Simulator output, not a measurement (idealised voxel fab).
This is a process module. Its name is voxel air gaps.
This is section cut - it's 195 nm across, gridded in 5 nm square cells.
Reading order for cross-sections: top band down to bottom band. Underlying form: a grid of square cells. Band size: one or more rows of cells.
The band entry comprises the height of the band's top followed by the height of its bottom, expressed in nm, and subsequently the band's materials from left to right, each stated together with its width in nm. Where a single material is marked with the word "all across", that material fills the band from edge to edge. The word "blank" represents empty space.
The reference from which all heights are counted is 0, the level beneath which the as-received wafer is entirely one material; the lowest band, having no lower bound, proceeds downward and is written after the example "0 and below".
A two-number width, for instance "30->40", indicates that the width is equal to the first number in the top row of the band and to the second number in the bottom row, and that it changes by a constant amount per row of cells.
"changes: none" for a step: no cell of the cross-section changed in that step.
Reported under the label "Closed void roster" are the empty spaces having no open way to the top and comprising 8 cells or more; the notation for each is width x height at distance, in which the distance is measured from the left edge and all three values are in nm.
If you see something after the settings on a step's line, that's the simulator's own remark about that step.
The "overlay nm" setting may appear on a step's line; for a step that uses a mask, it gives how far to the right of its planned position the mask lay, and a negative value indicates the left.

List of planned process steps:
| 1 | op RECEIVE | material Si |
| 2 | op CONFORMAL_DEP | material SiO2 | thk nm 15 |
| 3 | op CONFORMAL_DEP | material SiN | thk nm 5 |
| 4 | op DIRECTIONAL_DEP | material SiO2 | thk nm 40 |
| 5 | op DIRECTIONAL_DEP | material aC | thk nm 15 |
| 6 | op PATTERN | tone open | mask id LINES | material resist | width nm 15 | pitch nm 45 | thk nm 35 | overlay nm 0 |
| 7 | op DIRECTIONAL_ETCH | etch materials aC | depth nm 15 |
| 8 | op STRIP | etch materials resist |
| 9 | op DIRECTIONAL_ETCH | etch materials SiO2 | depth nm 40 |
| 10 | op STRIP | etch materials aC |
| 11 | op CONFORMAL_DEP | material TiN | thk nm 5 |
| 12 | op FILL_DEP | material W | thk nm 5 |
| 13 | op CMP | height nm 60 |
| 14 | op EPI | material Ru | thk nm 10 |
| 15 | op SELECTIVE_ETCH | etch materials SiO2 | depth nm 50 |
| 16 | op CONFORMAL_DEP | material SiN | thk nm 5 |
Quick note for whoever runs this: the wafers start identical, but the width nm at step 6 isn't the same across them. The plan just shows what the first wafer had.

As-received cross-section, first of several wafers, post step 1:
    0 and below  Si all across
    Closed void roster: none

End of the module, past its last step, step 16: how the first of several wafers looks in cross-section:
    75 down to 70  blank 30 nm; SiN 135 nm; blank 30 nm
    70 down to 60  blank 30 nm; SiN 5 nm; Ru 35 nm; SiN 10 nm; Ru 35 nm; SiN 10 nm; Ru 35 nm; SiN 5 nm; blank 30 nm
    60 down to 55  blank 30 nm; SiN 15 nm; TiN 5 nm; W 5 nm; TiN 5 nm; SiN 30 nm; TiN 5 nm; W 5 nm; TiN 5 nm; SiN 30 nm; TiN 5 nm; W 5 nm; TiN 5 nm; SiN 15 nm; blank 30 nm
    55 down to 25  blank 40 nm; SiN 5 nm; TiN 5 nm; W 5 nm; TiN 5 nm; SiN 5 nm; blank 20 nm; SiN 5 nm; TiN 5 nm; W 5 nm; TiN 5 nm; SiN 5 nm; blank 20 nm; SiN 5 nm; TiN 5 nm; W 5 nm; TiN 5 nm; SiN 5 nm; blank 40 nm
    25 down to 20  SiN 45 nm; TiN 15 nm; SiN 30 nm; TiN 15 nm; SiN 30 nm; TiN 15 nm; SiN 45 nm
    20 down to 15  SiN all across
    15 down to 0  SiO2 all across
    0 and below  Si all across
    Closed void roster: 20 x 30 at 65; 20 x 30 at 110

Last-wafer cross-section at the end of the module:
    75 down to 70  blank 25 nm; SiN 150 nm; blank 20 nm
    70 down to 60  blank 25 nm; SiN 5 nm; Ru 140 nm; SiN 5 nm; blank 20 nm
    60 down to 55  blank 25 nm; SiN 15 nm; TiN 5 nm; W 20 nm; TiN 5 nm; SiO2 15 nm; TiN 5 nm; W 20 nm; TiN 5 nm; SiO2 15 nm; TiN 5 nm; W 20 nm; TiN 5 nm; SiN 15 nm; blank 20 nm
    55 down to 25  blank 35 nm; SiN 5 nm; TiN 5 nm; W 20 nm; TiN 5 nm; SiO2 15 nm; TiN 5 nm; W 20 nm; TiN 5 nm; SiO2 15 nm; TiN 5 nm; W 20 nm; TiN 5 nm; SiN 5 nm; blank 30 nm
    25 down to 20  SiN 40 nm; TiN 30 nm; SiO2 15 nm; TiN 30 nm; SiO2 15 nm; TiN 30 nm; SiN 35 nm
    20 down to 15  SiN all across
    15 down to 0  SiO2 all across
    0 and below  Si all across
    Closed void roster: none

What follows is a table in which each wafer occupies a row; for the wafer as it stands at the close of the module, the row states, material by material, how many cells have been gained (+) or lost (-) since receipt, and then gives its closed voids:
width nm 15 | +42 Ru | +162 SiN | +117 SiO2 | +51 TiN | +21 W | Closed void roster: 20 x 30 at 65; 20 x 30 at 110
width nm 20 | +48 Ru | +154 SiN | +117 SiO2 | +54 TiN | +42 W | Closed void roster: 15 x 30 at 70; 15 x 30 at 115
width nm 25 | +54 Ru | +106 SiN | +181 SiO2 | +57 TiN | +63 W | Closed void roster: none
width nm 30 | +56 Ru | +106 SiN | +165 SiO2 | +60 TiN | +84 W | Closed void roster: none
